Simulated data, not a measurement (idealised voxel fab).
process module | voxel plated lines
Square cell edge 5 nm, section width 190 nm, ID cut.
Cross-sections here: square-cell grids, written as top-down lists of bands, a band being one or more rows of cells. The band entry comprises the height of the band's top followed by the height of its bottom, expressed in nm, and subsequently the band's materials from left to right, each stated together with its width in nm. Where a single material is marked with the word "full width", that material fills the band from edge to edge. The word "empty" represents empty space. The reference from which all heights are counted is 0, the level beneath which the as-received wafer is entirely one material; the lowest band, having no lower bound, proceeds downward and is written after the example "0 nm and below". It should be noted that a width expressed as "30..40" varies in equal increments from row to row of cells within the band, taking the value of the first number at the top row and that of the second number at the bottom row. It should be understood that the words "no change", when stated for a given step, signify that the cross-section underwent no change in any of its cells during that step. Under "Closed internal voids" you'll find the enclosed gaps, the ones with no way out to the top, that are 8 cells or bigger; each reads width x height at distance, with distance counted from the left edge, everything in nm. Past the settings on a step's line: simulator remark, on that step. overlay nm: mask offset rightward from planned place, masked step; negative means leftward offset.

These are the steps we planned for the process
1 RECEIVE, material Si
2 CONFORMAL_DEP, material Al2O3, thk nm 15
3 DIRECTIONAL_DEP, material TiN, thk nm 5
4 PATTERN, tone open, mask id LINES, material resist, width nm 20, pitch nm 40, thk nm 15, overlay nm 0
5 EPI, material Ru, thk nm 10
6 STRIP, etch materials resist
7 DIRECTIONAL_ETCH, etch materials TiN, depth nm 5
8 CONFORMAL_DEP, material SiCN, thk nm 5

Wafer at receipt (post step 1), cross-section
> 0 nm and below | Si full width
> Closed internal voids: none

Looking at the first of two wafers in cross-section at end of module - ran to plan
> 35 nm to 30 nm | empty (40), SiCN (30), empty (10), SiCN (30), empty (10), SiCN (30), empty (40)
> 30 nm to 20 nm | empty (40), SiCN (5), Ru (20), SiCN (5), empty (10), SiCN (5), Ru (20), SiCN (5), empty (10), SiCN (5), Ru (20), SiCN (5), empty (40)
> 20 nm to 15 nm | SiCN (45), TiN (20), SiCN (20), TiN (20), SiCN (20), TiN (20), SiCN (45)
> 15 nm to 0 nm | Al2O3 full width
> 0 nm and below | Si full width
> Closed internal voids: none

Cross-section, second wafer: same start as the first, same plan as the first, one mistake in running it; taken at the end of the module
> 45 nm to 40 nm | empty (35), SiCN (120), empty (35)
> 40 nm to 30 nm | empty (35), SiCN (5..10), Ru (30..20), SiCN (10..20), Ru (30..20), SiCN (10..20), Ru (30..20), SiCN (5..10), empty (35)
> 30 nm to 25 nm | empty (40), SiCN (5), Ru (20), SiCN (5), empty (10), SiCN (5), Ru (20), SiCN (5), empty (10), SiCN (5), Ru (20), SiCN (5), empty (40)
> 25 nm to 20 nm | empty (35), SiCN (10), Ru (20), SiCN (20), Ru (20), SiCN (20), Ru (20), SiCN (10), empty (35)
> 20 nm to 15 nm | SiCN (40), TiN (30), SiCN (10), TiN (30), SiCN (10), TiN (30), SiCN (40)
> 15 nm to 0 nm | Al2O3 full width
> 0 nm and below | Si full width
> Closed internal voids: none
It is concluded that the wafer was processed incorrectly with respect to the plan, in that step 5 of the plan was carried out twice
at the end the second wafer has, in cells: Ru +30, SiCN +24, TiN +6
